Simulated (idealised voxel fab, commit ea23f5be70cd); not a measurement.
Process module in this document: voxel double patterning
Section cut is 175 nm wide and gridded with 5 nm square cells.
If you're reading a cross-section in this doc, picture square cells in a grid; it comes to you as bands, top ones listed first down to the bottom, and a band can be one or more rows of cells. This entry defines a band. It first specifies the height of the band's top and the height of its bottom in nm, and then specifies the band's materials from left to right, stating each material with its width in nm. The word "all across" identifies a single material that fills the band from edge to edge, while the word "empty" identifies empty space. For the purposes of this specification, 0 denotes the height below which the wafer in its as-received condition is composed wholly of one material, and the lowermost band, lacking a lower limit, extends downward without end, as expressed in "0 and below". Note: "30->40" means the width goes from the first number (top row of the band) to the second number (bottom row) in equal steps per row of cells. "no change occurred" -> step changed no cross-section cell. Any empty space of 8 cells or more lacking an open way to the top shows up in "Cavities, closed" as width x height at distance, distance from the left edge, in nm. Read whatever lies past the settings on a step's line as the simulator's own remark about the step. Among the settings permitted on a step's line is "overlay nm"; applied to a step with a mask, it specifies the extent to which the mask lay to the right of its planned position, whereas a negative figure signifies a position to the left.
Process steps - plan
1,RECEIVE, material Si
2,CONFORMAL_DEP, material SiN, thk nm 10
3,DIRECTIONAL_DEP, material SiO2, thk nm 15
4,DIRECTIONAL_DEP, material SiCN, thk nm 5
5,MASKED_ETCH, tone open, mask id FIRST, width nm 15, pitch nm 50, etch materials SiCN, depth nm 5, overlay nm 0
6,DIRECTIONAL_DEP, material aC, thk nm 15
7,PATTERN, tone open, mask id SECOND, material resist, width nm 15, thk nm 35, overlay nm 0
8,DIRECTIONAL_ETCH, etch materials aC, depth nm 15
9,STRIP, etch materials resist
10,DIRECTIONAL_ETCH, etch materials SiCN, depth nm 5
11,STRIP, etch materials aC
12,DIRECTIONAL_ETCH, etch materials SiO2, depth nm 15
13,STRIP, etch materials SiCN
Wafer, first of two, run as planned
Incoming wafer, cross-sectional view, post step 1
	0 and below: Si all across
	Cavities, closed: none
How the wafer stands in section after step 2
	10 down to 0: SiN all across
	Below a height of 0, the structure has not been altered.
How the wafer stands in section after step 3
	25 down to 10: SiO2 all across
	Below a height of 10, the structure has not been altered.
How the wafer stands in section after step 4
	30 down to 25: SiCN all across
	Below a height of 25, the structure has not been altered.
How the wafer stands in section after step 5
	30 down to 25: SiCN 55 nm, empty 15 nm, SiCN 35 nm, empty 15 nm, SiCN 55 nm
	Below a height of 25, the structure has not been altered.
How the wafer stands in section after step 6
	45 down to 40: aC 55 nm, empty 15 nm, aC 35 nm, empty 15 nm, aC 55 nm
	40 down to 30: aC all across
	30 down to 25: SiCN 55 nm, aC 15 nm, SiCN 35 nm, aC 15 nm, SiCN 55 nm
	Below a height of 25, the structure has not been altered.
How the wafer stands in section after step 7
	80 down to 45: resist 80 nm, empty 15 nm, resist 80 nm
	45 down to 40: aC 55 nm, resist 15 nm, aC 35 nm, resist 15 nm, aC 55 nm
	Below a height of 40, the structure has not been altered.
How the wafer stands in section after step 8
	65 down to 45: resist 80 nm, empty 15 nm, resist 80 nm
	45 down to 40: aC 55 nm, resist 15 nm, aC 10 nm, empty 15 nm, aC 10 nm, resist 15 nm, aC 55 nm
	40 down to 30: aC 80 nm, empty 15 nm, aC 80 nm
	Below a height of 30, the structure has not been altered.
How the wafer stands in section after step 9
	45 down to 40: aC 55 nm, empty 15 nm, aC 10 nm, empty 15 nm, aC 10 nm, empty 15 nm, aC 55 nm
	Below a height of 40, the structure has not been altered.
How the wafer stands in section after step 10
	45 down to 40: aC 55 nm, empty 15 nm, aC 10 nm, empty 15 nm, aC 10 nm, empty 15 nm, aC 55 nm
	40 down to 30: aC 80 nm, empty 15 nm, aC 80 nm
	30 down to 25: SiCN 55 nm, aC 15 nm, SiCN 10 nm, empty 15 nm, SiCN 10 nm, aC 15 nm, SiCN 55 nm
	Below a height of 25, the structure has not been altered.
How the wafer stands in section after step 11
	30 down to 25: SiCN 55 nm, empty 15 nm, SiCN 10 nm, empty 15 nm, SiCN 10 nm, empty 15 nm, SiCN 55 nm
	Below a height of 25, the structure has not been altered.
How the wafer stands in section after step 12
	30 down to 25: SiCN 55 nm, empty 15 nm, SiCN 10 nm, empty 15 nm, SiCN 10 nm, empty 15 nm, SiCN 55 nm
	25 down to 10: SiO2 55 nm, empty 15 nm, SiO2 10 nm, empty 15 nm, SiO2 10 nm, empty 15 nm, SiO2 55 nm
	Below a height of 10, the structure has not been altered.
How the wafer stands in section after step 13
	25 down to 10: SiO2 55 nm, empty 15 nm, SiO2 10 nm, empty 15 nm, SiO2 10 nm, empty 15 nm, SiO2 55 nm
	Below a height of 10, the structure has not been altered.
Second wafer. Start and plan as for the first. One mistake made in running. Agrees with the first up to and including step 2
At the planned end of step 3, the second wafer in cross-section
	25 down to 0: SiN all across
	Below a height of 0, the structure has not been altered.
At the planned end of step 4, the second wafer in cross-section
	30 down to 25: SiCN all across
	Below a height of 25, the structure has not been altered.
At the planned end of step 5, the second wafer in cross-section
	30 down to 25: SiCN 55 nm, empty 15 nm, SiCN 35 nm, empty 15 nm, SiCN 55 nm
	Below a height of 25, the structure has not been altered.
At the planned end of step 6, the second wafer in cross-section
	45 down to 40: aC 55 nm, empty 15 nm, aC 35 nm, empty 15 nm, aC 55 nm
	40 down to 30: aC all across
	30 down to 25: SiCN 55 nm, aC 15 nm, SiCN 35 nm, aC 15 nm, SiCN 55 nm
	Below a height of 25, the structure has not been altered.
At the planned end of step 7, the second wafer in cross-section
	80 down to 45: resist 80 nm, empty 15 nm, resist 80 nm
	45 down to 40: aC 55 nm, resist 15 nm, aC 35 nm, resist 15 nm, aC 55 nm
	Below a height of 40, the structure has not been altered.
At the planned end of step 8, the second wafer in cross-section
	65 down to 45: resist 80 nm, empty 15 nm, resist 80 nm
	45 down to 40: aC 55 nm, resist 15 nm, aC 10 nm, empty 15 nm, aC 10 nm, resist 15 nm, aC 55 nm
	40 down to 30: aC 80 nm, empty 15 nm, aC 80 nm
	Below a height of 30, the structure has not been altered.
At the planned end of step 9, the second wafer in cross-section
	45 down to 40: aC 55 nm, empty 15 nm, aC 10 nm, empty 15 nm, aC 10 nm, empty 15 nm, aC 55 nm
	Below a height of 40, the structure has not been altered.
At the planned end of step 10, the second wafer in cross-section
	45 down to 40: aC 55 nm, empty 15 nm, aC 10 nm, empty 15 nm, aC 10 nm, empty 15 nm, aC 55 nm
	40 down to 30: aC 80 nm, empty 15 nm, aC 80 nm
	30 down to 25: SiCN 55 nm, aC 15 nm, SiCN 10 nm, empty 15 nm, SiCN 10 nm, aC 15 nm, SiCN 55 nm
	Below a height of 25, the structure has not been altered.
At the planned end of step 11, the second wafer in cross-section
	30 down to 25: SiCN 55 nm, empty 15 nm, SiCN 10 nm, empty 15 nm, SiCN 10 nm, empty 15 nm, SiCN 55 nm
	Below a height of 25, the structure has not been altered.
At the planned end of step 12, the second wafer in cross-section: no change occurred
At the planned end of step 13, the second wafer in cross-section
	25 down to 0: SiN all across
	Below a height of 0, the structure has not been altered.
The plan and the run diverged here: step 3 off recipe, ran as DIRECTIONAL_DEP, material SiN, thk nm 15
FYI, end of process, the second wafer has more or fewer cells of some materials than the first: SiN: 105 more, SiO2: 78 fewer
